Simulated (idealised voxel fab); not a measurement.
Title: Process Module voxel ribs on slabs
Square cells of 5 nm make up the cross-section cut, whose width is 265 nm.
Bands, listed from the top down, are how a cross-section gets written in this document; the cross-section itself is a grid of square cells, and a band is one or more rows of them.
Each band's line starts with the height of the band's top and of its bottom, in nm. Then come its materials from left to right, each with its width in nm. One material with "all across" fills the band from edge to edge. "empty" is empty space.
Height is counted from the level 0, under which the received wafer is composed throughout of one material. The lowest of the bands is not closed at the bottom but continues downward, in the notation "0 and below".
Note: "30..40" means the width goes from the first number (top row of the band) to the second number (bottom row) in equal steps per row of cells.
Step note "no modifications" = no cross-section cell changed.
This entry, "Closed internal voids", enumerates those empty regions of no fewer than 8 cells that possess no open connection to the top. Each region is reported in the form width x height at distance, the distance being taken from the left edge, with all three quantities expressed in nm.
Where a step's line continues beyond its settings, the continuation is a remark by the simulator itself on that step.
The setting "overlay nm" may be written on the line of a step. When the step uses a mask, the value reports how far to the right of the planned place the mask lay, and a negative value reports that it lay to the left.

PLAN
1) RECEIVE | material Si
2) DIRECTIONAL_DEP | material SiO2 | thk nm 20
3) DIRECTIONAL_DEP | material SiN | thk nm 25
4) PATTERN | tone cover | mask id RIB | material resist | width nm 15 | thk nm 15 | overlay nm 0
5) DIRECTIONAL_ETCH | etch materials SiN | depth nm 15
6) STRIP | etch materials resist
7) MASKED_ETCH | tone cover | mask id SLAB | width nm 65 | etch materials SiN | depth nm 10 | overlay nm 0
8) FILL_DEP | material SiO2 | thk nm 30
9) CMP | height nm 65
10) DIRECTIONAL_DEP | material W | thk nm 5
11) DIRECTIONAL_DEP | material aC | thk nm 10
12) PATTERN | tone cover | mask id HEATER | material resist | width nm 25 | thk nm 25 | overlay nm 0
13) DIRECTIONAL_ETCH | etch materials aC | depth nm 10
14) STRIP | etch materials resist
15) DIRECTIONAL_ETCH | etch materials W | depth nm 5
16) STRIP | etch materials aC
17) CONFORMAL_DEP | material SiN | thk nm 10

FIRST WAFER, AS PLANNED

CROSS-SECTION OF THE INCOMING WAFER, STATE AFTER STEP 1
- 0 and below: Si all across
- Closed internal voids: none

WAFER AFTER STEP 2 (CROSS-SECTION)
- 20 down to 0: SiO2 all across
- Everything under 0 stays put, no change at all.

WAFER AFTER STEP 3 (CROSS-SECTION)
- 45 down to 20: SiN all across
- Everything under 20 stays put, no change at all.

WAFER AFTER STEP 4 (CROSS-SECTION)
- 60 down to 45: empty=125  resist=15  empty=125
- Everything under 45 stays put, no change at all.

WAFER AFTER STEP 5 (CROSS-SECTION)
- 60 down to 45: empty=125  resist=15  empty=125
- 45 down to 30: empty=125  SiN=15  empty=125
- Everything under 30 stays put, no change at all.

WAFER AFTER STEP 6 (CROSS-SECTION)
- 45 down to 30: empty=125  SiN=15  empty=125
- Everything under 30 stays put, no change at all.

WAFER AFTER STEP 7 (CROSS-SECTION)
- 45 down to 30: empty=125  SiN=15  empty=125
- 30 down to 20: empty=100  SiN=65  empty=100
- Everything under 20 stays put, no change at all.

WAFER AFTER STEP 8 (CROSS-SECTION)
- 75 down to 45: SiO2 all across
- 45 down to 30: SiO2=125  SiN=15  SiO2=125
- 30 down to 20: SiO2=100  SiN=65  SiO2=100
- Everything under 20 stays put, no change at all.

WAFER AFTER STEP 9 (CROSS-SECTION)
- 65 down to 45: SiO2 all across
- Everything under 45 stays put, no change at all.

WAFER AFTER STEP 10 (CROSS-SECTION)
- 70 down to 65: W all across
- Everything under 65 stays put, no change at all.

WAFER AFTER STEP 11 (CROSS-SECTION)
- 80 down to 70: aC all across
- Everything under 70 stays put, no change at all.

WAFER AFTER STEP 12 (CROSS-SECTION)
- 105 down to 80: empty=120  resist=25  empty=120
- Everything under 80 stays put, no change at all.

WAFER AFTER STEP 13 (CROSS-SECTION)
- 95 down to 80: empty=120  resist=25  empty=120
- 80 down to 70: empty=120  aC=25  empty=120
- Everything under 70 stays put, no change at all.

WAFER AFTER STEP 14 (CROSS-SECTION)
- 80 down to 70: empty=120  aC=25  empty=120
- Everything under 70 stays put, no change at all.

WAFER AFTER STEP 15 (CROSS-SECTION)
- 80 down to 70: empty=120  aC=25  empty=120
- 70 down to 65: empty=120  W=25  empty=120
- Everything under 65 stays put, no change at all.

WAFER AFTER STEP 16 (CROSS-SECTION)
- 70 down to 65: empty=120  W=25  empty=120
- Everything under 65 stays put, no change at all.

WAFER AFTER STEP 17 (CROSS-SECTION)
- 80 down to 75: empty=110  SiN=45  empty=110
- 75 down to 70: SiN all across
- 70 down to 65: SiN=120  W=25  SiN=120
- Everything under 65 stays put, no change at all.

SECOND WAFER - SHARED START AND PLAN WITH THE FIRST - ONE ERROR IN RUNNING - SAME AS THE FIRST UP TO STEP 11 INCLUSIVE

SECOND WAFER CROSS-SECTION, TAKEN AS OF THE TIME THE PLAN SETS FOR STEP 12 TO BE DONE
- 105 down to 80: empty=125  resist=15  empty=125
- Everything under 80 stays put, no change at all.

SECOND WAFER CROSS-SECTION, TAKEN AS OF THE TIME THE PLAN SETS FOR STEP 13 TO BE DONE
- 95 down to 80: empty=125  resist=15  empty=125
- 80 down to 70: empty=125  aC=15  empty=125
- Everything under 70 stays put, no change at all.

SECOND WAFER CROSS-SECTION, TAKEN AS OF THE TIME THE PLAN SETS FOR STEP 14 TO BE DONE
- 80 down to 70: empty=125  aC=15  empty=125
- Everything under 70 stays put, no change at all.

SECOND WAFER CROSS-SECTION, TAKEN AS OF THE TIME THE PLAN SETS FOR STEP 15 TO BE DONE
- 80 down to 70: empty=125  aC=15  empty=125
- 70 down to 65: empty=125  W=15  empty=125
- Everything under 65 stays put, no change at all.

SECOND WAFER CROSS-SECTION, TAKEN AS OF THE TIME THE PLAN SETS FOR STEP 16 TO BE DONE
- 70 down to 65: empty=125  W=15  empty=125
- Everything under 65 stays put, no change at all.

SECOND WAFER CROSS-SECTION, TAKEN AS OF THE TIME THE PLAN SETS FOR STEP 17 TO BE DONE
- 80 down to 75: empty=115  SiN=35  empty=115
- 75 down to 70: SiN all across
- 70 down to 65: SiN=125  W=15  SiN=125
- Everything under 65 stays put, no change at all.
Want to know what went wrong? note that step 12 departed from the planned setting and was carried out as PATTERN | tone cover | mask id HEATER | material resist | width nm 15 | thk nm 25 | overlay nm 0
Once processing is complete, comparing cell counts shows that the second wafer has more or fewer of certain materials than the first: W: 2 fewer
